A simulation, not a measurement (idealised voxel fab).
process module | voxel transistor to metal
cross-section cut | 185 nm wide | cells 5 nm
A cross-section is a grid of square cells, given in bands from the top down. A band is one or more rows of cells.
Each band's line starts with the height of the band's top and of its bottom, in nm. Then come its materials from left to right, each with its width in nm. One material with "throughout" fills the band from edge to edge. "air" is empty space.
Height 0 is the level under which the wafer as received is all one material. The lowest band goes on downwards, as in "0 down".
A width such as "30 to 40" changes by the same amount from each row of cells to the next, from the band's top row to its bottom row.
"no change" after a step means that no cell of the cross-section changed.
closed voids: empty space of 8 cells or more with no open way to the top, each as width x height at its distance from the left edge, in nm
after a step's settings: what the simulator itself notes on the step
overlay nm, on a step with a mask: how far to the right of its planned place the mask lay; to the left if negative
plan
1 op RECEIVE | material Si
2 op OXIDIZE | depth nm 5
3 op CONFORMAL_DEP | material SiN | thk nm 10
4 op MASKED_ETCH | tone cover | mask id ACTIVE | width nm 100 | etch materials SiN | depth nm 10 | overlay nm 0
5 op MASKED_ETCH | tone cover | mask id ACTIVE | width nm 100 | etch materials SiO2 | depth nm 5 | overlay nm 0
6 op MASKED_ETCH | tone cover | mask id ACTIVE | width nm 100 | etch materials Si | depth nm 20 | overlay nm 0
7 op OXIDIZE | depth nm 5
8 op FILL_DEP | material SiO2 | thk nm 10
9 op CMP | height nm 10
10 op SELECTIVE_ETCH | etch materials SiO2 | depth nm 10
11 op STRIP | etch materials SiN
12 op SELECTIVE_ETCH | etch materials SiO2 | depth nm 5
13 op OXIDIZE | depth nm 5
14 op DIRECTIONAL_DEP | material polySi | thk nm 25
15 op DIRECTIONAL_DEP | material SiCN | thk nm 15
16 op PATTERN | tone cover | mask id GATE | material resist | width nm 20 | thk nm 20 | overlay nm 0
17 op DIRECTIONAL_ETCH | etch materials SiCN | depth nm 25
18 op DIRECTIONAL_ETCH | etch materials polySi | depth nm 35
19 op STRIP | etch materials resist
20 op CONFORMAL_DEP | material SiN | thk nm 5
21 op DIRECTIONAL_ETCH | etch materials SiN | depth nm 5
22 op DIRECTIONAL_ETCH | etch materials SiO2 | depth nm 5
23 op DIRECTIONAL_ETCH | etch materials Si | depth nm 10
24 op EPI | material nSi | thk nm 15
25 op FILL_DEP | material SiO2 | thk nm 10
26 op CMP | height nm 35
27 op DIRECTIONAL_DEP | material SiO2 | thk nm 15
28 op DIRECTIONAL_DEP | material aC | thk nm 10
29 op PATTERN | tone open | mask id CONTACT | material resist | width nm 15 | pitch nm 75 | thk nm 25 | overlay nm 0
30 op DIRECTIONAL_ETCH | etch materials aC | depth nm 10
31 op STRIP | etch materials resist
32 op DIRECTIONAL_ETCH | etch materials SiO2 | depth nm 55
33 op STRIP | etch materials aC
34 op CONFORMAL_DEP | material TiN | thk nm 5
35 op FILL_DEP | material W | thk nm 10
36 op CMP | height nm 50
37 op CONFORMAL_DEP | material SiCN | thk nm 5
38 op DIRECTIONAL_DEP | material lowk | thk nm 25
39 op PATTERN | tone open | mask id METAL_1 | material resist | width nm 15 | pitch nm 75 | thk nm 20 | overlay nm 0
40 op DIRECTIONAL_ETCH | etch materials lowk | depth nm 25
41 op DIRECTIONAL_ETCH | etch materials SiCN | depth nm 5
42 op STRIP | etch materials resist
43 op CONFORMAL_DEP | material TiN | thk nm 5
44 op FILL_DEP | material Ru | thk nm 5
45 op CMP | height nm 80
46 op CONFORMAL_DEP | material SiN | thk nm 5
first wafer, as planned
as received, after step 1
  0 down: Si throughout
  closed voids: none
after step 2
  0 to -5: SiO2 throughout
  below -5: unchanged
after step 3
  10 to 0: SiN throughout
  below 0: unchanged
after step 4
  10 to 0: air 40 | SiN 100 | air 45
  below 0: unchanged
after step 5
  10 to 0: air 40 | SiN 100 | air 45
  0 to -5: air 40 | SiO2 100 | air 45
  below -5: unchanged
after step 6
  10 to 0: air 40 | SiN 100 | air 45
  0 to -5: air 40 | SiO2 100 | air 45
  -5 to -25: air 40 | Si 100 | air 45
  below -25: unchanged
after step 7
  10 to 0: air 40 | SiN 100 | air 45
  0 to -5: air 40 | SiO2 100 | air 45
  -5 to -25: air 40 | SiO2 5 | Si 90 | SiO2 5 | air 45
  -25 to -30: SiO2 45 | Si 90 | SiO2 50
  below -30: unchanged
after step 8
  20 to 10: SiO2 throughout
  10 to 0: SiO2 40 | SiN 100 | SiO2 45
  0 to -5: SiO2 throughout
  -5 to -30: SiO2 45 | Si 90 | SiO2 50
  below -30: unchanged
after step 9
  10 to 0: SiO2 40 | SiN 100 | SiO2 45
  below 0: unchanged
after step 10
  10 to 0: air 40 | SiN 100 | air 45
  below 0: unchanged
after step 11
  0 to -5: SiO2 throughout
  below -5: unchanged
after step 12
  -5 to -30: SiO2 45 | Si 90 | SiO2 50
  below -30: unchanged
after step 13
  -5 to -10: SiO2 throughout
  below -10: unchanged
after step 14
  20 to -5: polySi throughout
  below -5: unchanged
after step 15
  35 to 20: SiCN throughout
  below 20: unchanged
after step 16
  55 to 35: air 80 | resist 20 | air 85
  below 35: unchanged
after step 17
  55 to 35: air 80 | resist 20 | air 85
  35 to 20: air 80 | SiCN 20 | air 85
  below 20: unchanged
after step 18
  55 to 35: air 80 | resist 20 | air 85
  35 to 20: air 80 | SiCN 20 | air 85
  20 to -5: air 80 | polySi 20 | air 85
  below -5: unchanged
after step 19
  35 to 20: air 80 | SiCN 20 | air 85
  below 20: unchanged
after step 20
  40 to 35: air 75 | SiN 30 | air 80
  35 to 20: air 75 | SiN 5 | SiCN 20 | SiN 5 | air 80
  20 to 0: air 75 | SiN 5 | polySi 20 | SiN 5 | air 80
  0 to -5: SiN 80 | polySi 20 | SiN 85
  below -5: unchanged
after step 21
  35 to 20: air 75 | SiN 5 | SiCN 20 | SiN 5 | air 80
  20 to -5: air 75 | SiN 5 | polySi 20 | SiN 5 | air 80
  below -5: unchanged
after step 22
  35 to 20: air 75 | SiN 5 | SiCN 20 | SiN 5 | air 80
  20 to -5: air 75 | SiN 5 | polySi 20 | SiN 5 | air 80
  -5 to -10: air 75 | SiO2 30 | air 80
  below -10: unchanged
after step 23
  35 to 20: air 75 | SiN 5 | SiCN 20 | SiN 5 | air 80
  20 to -5: air 75 | SiN 5 | polySi 20 | SiN 5 | air 80
  -5 to -10: air 75 | SiO2 30 | air 80
  -10 to -20: SiO2 45 | air 30 | Si 30 | air 30 | SiO2 50
  below -20: unchanged
after step 24
  35 to 20: air 75 | SiN 5 | SiCN 20 | SiN 5 | air 80
  20 to 5: air 75 | SiN 5 | polySi 20 | SiN 5 | air 80
  5 to -5: air 60 | nSi 15 | SiN 5 | polySi 20 | SiN 5 | nSi 15 | air 65
  -5 to -10: air 40 | nSi 35 | SiO2 30 | nSi 35 | air 45
  -10 to -20: SiO2 45 | nSi 30 | Si 30 | nSi 30 | SiO2 50
  below -20: unchanged
after step 25
  45 to 35: SiO2 throughout
  35 to 20: SiO2 75 | SiN 5 | SiCN 20 | SiN 5 | SiO2 80
  20 to 5: SiO2 75 | SiN 5 | polySi 20 | SiN 5 | SiO2 80
  5 to -5: SiO2 60 | nSi 15 | SiN 5 | polySi 20 | SiN 5 | nSi 15 | SiO2 65
  -5 to -10: SiO2 40 | nSi 35 | SiO2 30 | nSi 35 | SiO2 45
  below -10: unchanged
after step 26
  35 to 20: SiO2 75 | SiN 5 | SiCN 20 | SiN 5 | SiO2 80
  below 20: unchanged
after step 27
  50 to 35: SiO2 throughout
  below 35: unchanged
after step 28
  60 to 50: aC throughout
  below 50: unchanged
after step 29
  85 to 60: resist 45 | air 15 | resist 60 | air 15 | resist 50
  below 60: unchanged
after step 30
  75 to 60: resist 45 | air 15 | resist 60 | air 15 | resist 50
  60 to 50: aC 45 | air 15 | aC 60 | air 15 | aC 50
  below 50: unchanged
after step 31
  60 to 50: aC 45 | air 15 | aC 60 | air 15 | aC 50
  below 50: unchanged
after step 32
  60 to 50: aC 45 | air 15 | aC 60 | air 15 | aC 50
  50 to 35: SiO2 45 | air 15 | SiO2 60 | air 15 | SiO2 50
  35 to 20: SiO2 45 | air 15 | SiO2 15 | SiN 5 | SiCN 20 | SiN 5 | SiO2 15 | air 15 | SiO2 50
  20 to 5: SiO2 45 | air 15 | SiO2 15 | SiN 5 | polySi 20 | SiN 5 | SiO2 15 | air 15 | SiO2 50
  5 to -5: SiO2 45 | air 15 | nSi 15 | SiN 5 | polySi 20 | SiN 5 | nSi 15 | air 15 | SiO2 50
  below -5: unchanged
after step 33
  50 to 35: SiO2 45 | air 15 | SiO2 60 | air 15 | SiO2 50
  below 35: unchanged
after step 34
  55 to 50: TiN 50 | air 5 | TiN 70 | air 5 | TiN 55
  50 to 35: SiO2 45 | TiN 5 | air 5 | TiN 5 | SiO2 60 | TiN 5 | air 5 | TiN 5 | SiO2 50
  35 to 20: SiO2 45 | TiN 5 | air 5 | TiN 5 | SiO2 15 | SiN 5 | SiCN 20 | SiN 5 | SiO2 15 | TiN 5 | air 5 | TiN 5 | SiO2 50
  20 to 5: SiO2 45 | TiN 5 | air 5 | TiN 5 | SiO2 15 | SiN 5 | polySi 20 | SiN 5 | SiO2 15 | TiN 5 | air 5 | TiN 5 | SiO2 50
  5 to 0: SiO2 45 | TiN 5 | air 5 | TiN 5 | nSi 15 | SiN 5 | polySi 20 | SiN 5 | nSi 15 | TiN 5 | air 5 | TiN 5 | SiO2 50
  0 to -5: SiO2 45 | TiN 15 | nSi 15 | SiN 5 | polySi 20 | SiN 5 | nSi 15 | TiN 15 | SiO2 50
  below -5: unchanged
after step 35
  65 to 55: W throughout
  55 to 50: TiN 50 | W 5 | TiN 70 | W 5 | TiN 55
  50 to 35: SiO2 45 | TiN 5 | W 5 | TiN 5 | SiO2 60 | TiN 5 | W 5 | TiN 5 | SiO2 50
  35 to 20: SiO2 45 | TiN 5 | W 5 | TiN 5 | SiO2 15 | SiN 5 | SiCN 20 | SiN 5 | SiO2 15 | TiN 5 | W 5 | TiN 5 | SiO2 50
  20 to 5: SiO2 45 | TiN 5 | W 5 | TiN 5 | SiO2 15 | SiN 5 | polySi 20 | SiN 5 | SiO2 15 | TiN 5 | W 5 | TiN 5 | SiO2 50
  5 to 0: SiO2 45 | TiN 5 | W 5 | TiN 5 | nSi 15 | SiN 5 | polySi 20 | SiN 5 | nSi 15 | TiN 5 | W 5 | TiN 5 | SiO2 50
  below 0: unchanged
after step 36
  50 to 35: SiO2 45 | TiN 5 | W 5 | TiN 5 | SiO2 60 | TiN 5 | W 5 | TiN 5 | SiO2 50
  below 35: unchanged
after step 37
  55 to 50: SiCN throughout
  below 50: unchanged
after step 38
  80 to 55: lowk throughout
  below 55: unchanged
after step 39
  100 to 80: resist 45 | air 15 | resist 60 | air 15 | resist 50
  below 80: unchanged
after step 40
  100 to 80: resist 45 | air 15 | resist 60 | air 15 | resist 50
  80 to 55: lowk 45 | air 15 | lowk 60 | air 15 | lowk 50
  below 55: unchanged
after step 41
  100 to 80: resist 45 | air 15 | resist 60 | air 15 | resist 50
  80 to 55: lowk 45 | air 15 | lowk 60 | air 15 | lowk 50
  55 to 50: SiCN 45 | air 15 | SiCN 60 | air 15 | SiCN 50
  below 50: unchanged
after step 42
  80 to 55: lowk 45 | air 15 | lowk 60 | air 15 | lowk 50
  below 55: unchanged
after step 43
  85 to 80: TiN 50 | air 5 | TiN 70 | air 5 | TiN 55
  80 to 55: lowk 45 | TiN 5 | air 5 | TiN 5 | lowk 60 | TiN 5 | air 5 | TiN 5 | lowk 50
  55 to 50: SiCN 45 | TiN 15 | SiCN 60 | TiN 15 | SiCN 50
  below 50: unchanged
after step 44
  90 to 85: Ru throughout
  85 to 80: TiN 50 | Ru 5 | TiN 70 | Ru 5 | TiN 55
  80 to 55: lowk 45 | TiN 5 | Ru 5 | TiN 5 | lowk 60 | TiN 5 | Ru 5 | TiN 5 | lowk 50
  below 55: unchanged
after step 45
  80 to 55: lowk 45 | TiN 5 | Ru 5 | TiN 5 | lowk 60 | TiN 5 | Ru 5 | TiN 5 | lowk 50
  below 55: unchanged
after step 46
  85 to 80: SiN throughout
  below 80: unchanged
second wafer: like start, like plan, one mistake. Through step 35 it matches the first wafer
when step 36 should have ended: no change
when step 37 should have ended
  70 to 65: SiCN throughout
  below 65: unchanged
when step 38 should have ended
  95 to 70: lowk throughout
  below 70: unchanged
when step 39 should have ended
  115 to 95: resist 45 | air 15 | resist 60 | air 15 | resist 50
  below 95: unchanged
when step 40 should have ended
  115 to 95: resist 45 | air 15 | resist 60 | air 15 | resist 50
  95 to 70: lowk 45 | air 15 | lowk 60 | air 15 | lowk 50
  below 70: unchanged
when step 41 should have ended
  115 to 95: resist 45 | air 15 | resist 60 | air 15 | resist 50
  95 to 70: lowk 45 | air 15 | lowk 60 | air 15 | lowk 50
  70 to 65: SiCN 45 | air 15 | SiCN 60 | air 15 | SiCN 50
  below 65: unchanged
when step 42 should have ended
  95 to 70: lowk 45 | air 15 | lowk 60 | air 15 | lowk 50
  below 70: unchanged
when step 43 should have ended
  100 to 95: TiN 50 | air 5 | TiN 70 | air 5 | TiN 55
  95 to 70: lowk 45 | TiN 5 | air 5 | TiN 5 | lowk 60 | TiN 5 | air 5 | TiN 5 | lowk 50
  70 to 65: SiCN 45 | TiN 15 | SiCN 60 | TiN 15 | SiCN 50
  below 65: unchanged
when step 44 should have ended
  105 to 100: Ru throughout
  100 to 95: TiN 50 | Ru 5 | TiN 70 | Ru 5 | TiN 55
  95 to 70: lowk 45 | TiN 5 | Ru 5 | TiN 5 | lowk 60 | TiN 5 | Ru 5 | TiN 5 | lowk 50
  below 70: unchanged
when step 45 should have ended
  80 to 70: lowk 45 | TiN 5 | Ru 5 | TiN 5 | lowk 60 | TiN 5 | Ru 5 | TiN 5 | lowk 50
  below 70: unchanged
when step 46 should have ended
  85 to 80: SiN throughout
  below 80: unchanged
what went wrong: step 36 was left out
at the end the second wafer has, in cells: 6 fewer of Ru | 23 more of TiN | 76 more of W | 93 fewer of lowk
